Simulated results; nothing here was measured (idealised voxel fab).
Documented hereafter: the process module known as voxel spacer lines.
Cross-section cut spans 205 nm and uses square cells 5 nm in size.
Notation: cross-section as square-cell grid; stated in bands, top first, going down; one or more cell rows per band. For a band, the entry starts with two heights in nm, that of the top and then that of the bottom, and carries on with the band's materials in order from left to right, each alongside its width in nm; the word "full width" beside a single material means it fills the band edge to edge, and "blank" means empty space. A quick word on heights: they are counted from 0, and under that level the wafer as it came to us is one material throughout. The lowest band is different from the rest in having no bottom; it simply continues downward, written as in "0 -> down". A two-number width, for instance "30->40", indicates that the width is equal to the first number in the top row of the band and to the second number in the bottom row, and that it changes by a constant amount per row of cells. "no change occurred", as given for a step, is the statement that not any cell of the cross-section underwent a change during that step. In "Fully enclosed voids" the enclosed voids are listed, meaning empty spaces of 8 cells or larger without any opening to the top. The form is width x height at distance, distance from the left edge, units nm. Past the settings on a step's line: simulator remark, on that step. overlay nm: for a step with a mask, the amount by which the mask lay right of where it was planned; a negative amount means left of it.
# The process steps that were planned are listed below
step 1: RECEIVE: material Si
step 2: CONFORMAL_DEP: material Al2O3, thk nm 10
step 3: DIRECTIONAL_DEP: material polySi, thk nm 20
step 4: DIRECTIONAL_DEP: material aC, thk nm 25
step 5: PATTERN: tone cover, mask id MANDREL, material resist, width nm 15, pitch nm 60, thk nm 35, overlay nm 0
step 6: DIRECTIONAL_ETCH: etch materials aC, depth nm 25
step 7: STRIP: etch materials resist
step 8: CONFORMAL_DEP: material SiN, thk nm 15
step 9: DIRECTIONAL_ETCH: etch materials SiN, depth nm 15
step 10: STRIP: etch materials aC
step 11: DIRECTIONAL_ETCH: etch materials polySi, depth nm 20
step 12: STRIP: etch materials SiN
step 13: FILL_DEP: material SiO2, thk nm 10
step 14: CMP: height nm 30
# So this is the incoming wafer in cross-section - it's already been through step 1
  0 -> down = Si full width
  Fully enclosed voids: none
# First wafer of two, sectioned at end of module; run went per plan
  30 -> 10 = SiO2=50 / polySi=15 / SiO2=15 / polySi=15 / SiO2=15 / polySi=15 / SiO2=15 / polySi=15 / SiO2=50
  10 -> 0 = Al2O3 full width
  0 -> down = Si full width
  Fully enclosed voids: none
# Cross-sectional image of the second wafer of the two following completion of the module. Starting state and process plan were the same as for the first wafer; one execution error occurred
  30 -> 10 = Al2O3=50 / polySi=15 / Al2O3=15 / polySi=15 / Al2O3=15 / polySi=15 / Al2O3=15 / polySi=15 / Al2O3=50
  10 -> 0 = Al2O3 full width
  0 -> down = Si full width
  Fully enclosed voids: none
Short version of what went wrong: step 13 off recipe, ran as FILL_DEP: material Al2O3, thk nm 10
Counted in cells at the end, the second wafer holds more or fewer of these materials than the first: Al2O3: 116 more, SiO2: 116 fewer
